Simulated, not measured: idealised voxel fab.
The name of this process module is voxel local oxidation.
250 nm wide, 5 nm square cells: that's cross-section cut.
A cross-section is written here as square cells arranged in a grid, and it is given in bands from the top down, each band taking up one or more rows of cells. Look at the band entry: it leads with the top's height and the bottom's height in nm. Then it lists the materials left to right, with a width in nm for each. The word "all across" on a single material says that material fills the band edge to edge. The word "empty" is empty space. A quick word on heights: they are counted from 0, and under that level the wafer as it came to us is one material throughout. The lowest band is different from the rest in having no bottom; it simply continues downward, written as in "z 0 and below". When a width is written as two numbers, as in "30..40", the first number is the width in the top row of cells of the band and the second is the width in its bottom row, and the width changes by the same amount from each row to the next. Where the words "no alteration" appear for a step, the cross-section shows no cell changed by that step; every cell remained as before. The label "Enclosed internal voids" introduces a list of the empty spaces, 8 cells or larger, that have no open way up to the top; each entry in it reads width x height at distance, where the distance is taken from the left edge and all three are stated in nm. It should be noted that, on the line of a given step, the content following the step's settings is a remark produced by the simulator itself with respect to that step. overlay nm: right-of-plan distance of the mask on a masked step; negative values mean left-of-plan.
### Set out below are the planned steps of the process
| 1 | RECEIVE, material Si |
| 2 | OXIDIZE, depth nm 5 |
| 3 | CONFORMAL_DEP, material SiN, thk nm 15 |
| 4 | DIRECTIONAL_DEP, material aC, thk nm 15 |
| 5 | PATTERN, tone cover, mask id ACTIVE, material resist, width nm 95, thk nm 35, overlay nm 0 |
| 6 | DIRECTIONAL_ETCH, etch materials aC, depth nm 15 |
| 7 | STRIP, etch materials resist |
| 8 | DIRECTIONAL_ETCH, etch materials SiN, depth nm 15 |
| 9 | STRIP, etch materials aC |
| 10 | SELECTIVE_ETCH, etch materials SiO2, depth nm 5 |
| 11 | OXIDIZE, depth nm 10 |
| 12 | STRIP, etch materials SiN |
### Cross-sectional view of the wafer in its as-received condition, corresponding to the state after step 1
z 0 and below | Si all across
Enclosed internal voids: none
### Cross-section, first of two wafers, end of module, run as planned
z 0 to -5 | 80 of empty, 85 of SiO2, 85 of empty
z -5 to -15 | 90 of SiO2, 65 of Si, 95 of SiO2
z -15 and below | Si all across
Enclosed internal voids: none
### Cross-sectional view: second of two wafers, end of module; start and plan identical to the first, one mistake in running
z 0 to -5 | 90 of empty, 85 of SiO2, 75 of empty
z -5 to -15 | 100 of SiO2, 65 of Si, 85 of SiO2
z -15 and below | Si all across
Enclosed internal voids: none
What broke from the plan during processing? step 5 was not run as planned; what actually ran was PATTERN, tone cover, mask id ACTIVE, material resist, width nm 95, thk nm 35, overlay nm 10
End check, second vs first wafer: material counts in cells match, positions do not.
